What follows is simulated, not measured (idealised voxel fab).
process module | voxel capacitor over wiring
cross-section cut | 265 nm wide | cells 5 nm
A cross-section is a grid of square cells, given in bands from the top down. A band is one or more rows of cells.
Each band's line starts with the height of the band's top and of its bottom, in nm. Then come its materials from left to right, each with its width in nm. One material with "throughout" fills the band from edge to edge. "air" is empty space.
Height 0 is the level under which the wafer as received is all one material. The lowest band goes on downwards, as in "0 down".
A width such as "30 to 40" changes by the same amount from each row of cells to the next, from the band's top row to its bottom row.
"no change" after a step means that no cell of the cross-section changed.
closed voids: empty space of 8 cells or more with no open way to the top, each as width x height at its distance from the left edge, in nm
after a step's settings: what the simulator itself notes on the step
overlay nm, on a step with a mask: how far to the right of its planned place the mask lay; to the left if negative
plan
1 op RECEIVE | material Si
2 op CONFORMAL_DEP | material SiO2 | thk nm 10
3 op DIRECTIONAL_DEP | material TiN | thk nm 5
4 op DIRECTIONAL_DEP | material Ru | thk nm 15
5 op MASKED_ETCH | tone cover | mask id METAL_1 | width nm 20 | pitch nm 70 | etch materials Ru | depth nm 15 | overlay nm 0
6 op MASKED_ETCH | tone cover | mask id METAL_1 | width nm 20 | pitch nm 70 | etch materials TiN | depth nm 5 | overlay nm 0
7 op CONFORMAL_DEP | material SiCN | thk nm 5
8 op FILL_DEP | material lowk | thk nm 10
9 op CMP | height nm 30
10 op CONFORMAL_DEP | material SiCN | thk nm 5
11 op DIRECTIONAL_DEP | material lowk | thk nm 20
12 op PATTERN | tone open | mask id PLUG_1 | material resist | width nm 15 | thk nm 15 | overlay nm 0
13 op DIRECTIONAL_ETCH | etch materials lowk | depth nm 20
14 op DIRECTIONAL_ETCH | etch materials SiCN | depth nm 5
15 op STRIP | etch materials resist
16 op CONFORMAL_DEP | material TiN | thk nm 5
17 op FILL_DEP | material Cu | thk nm 10
18 op CMP | height nm 55
19 op DIRECTIONAL_DEP | material TiN | thk nm 5
20 op DIRECTIONAL_DEP | material HfO2 | thk nm 5
21 op DIRECTIONAL_DEP | material TiN | thk nm 5
22 op PATTERN | tone cover | mask id UPPER_PLATE | material resist | width nm 55 | thk nm 20 | overlay nm 0
23 op DIRECTIONAL_ETCH | etch materials TiN | depth nm 5
24 op DIRECTIONAL_ETCH | etch materials HfO2 | depth nm 5
25 op STRIP | etch materials resist
26 op MASKED_ETCH | tone cover | mask id LOWER_PLATE | width nm 65 | etch materials TiN | depth nm 5 | overlay nm 0
27 op FILL_DEP | material SiO2 | thk nm 15
28 op CMP | height nm 80
29 op PATTERN | tone open | mask id PLUG_2 | material resist | width nm 15 | thk nm 20 | overlay nm 0
30 op DIRECTIONAL_ETCH | etch materials SiO2 | depth nm 10
31 op STRIP | etch materials resist
32 op CONFORMAL_DEP | material TiN | thk nm 5
33 op FILL_DEP | material Cu | thk nm 10
34 op CMP | height nm 80
35 op CONFORMAL_DEP | material SiN | thk nm 5
as received, after step 1
  0 down: Si throughout
  closed voids: none
a wafer at the end: this start, this plan, one mistake
  85 to 80: SiN throughout
  80 to 75: SiO2 100 | TiN 5 | Cu 5 | TiN 5 | SiO2 150
  75 to 65: SiO2 100 to 90 | TiN 15 to 55 | SiO2 150 to 120
  65 to 60: SiO2 90 | HfO2 55 | SiO2 120
  60 to 55: SiO2 85 | TiN 65 | SiO2 115
  55 to 35: lowk 90 | TiN 5 | Cu 5 | TiN 5 | lowk 160
  35 to 30: SiCN 90 | TiN 15 | SiCN 160
  30 to 20: lowk 85 | SiCN 5 | Ru 15 | SiCN 5 | lowk 45 | SiCN 5 | Ru 15 | SiCN 5 | lowk 85
  20 to 15: lowk 80 | SiCN 10 | Ru 15 | SiCN 5 | lowk 40 | SiCN 10 | Ru 15 | SiCN 5 | lowk 85
  15 to 10: SiCN 85 | TiN 20 | SiCN 50 | TiN 20 | SiCN 90
  10 to 0: SiO2 throughout
  0 down: Si throughout
  closed voids: none
what went wrong: step 5 ran as: op MASKED_ETCH | tone cover | mask id METAL_1 | width nm 15 | pitch nm 70 | etch materials Ru | depth nm 15 | overlay nm 0
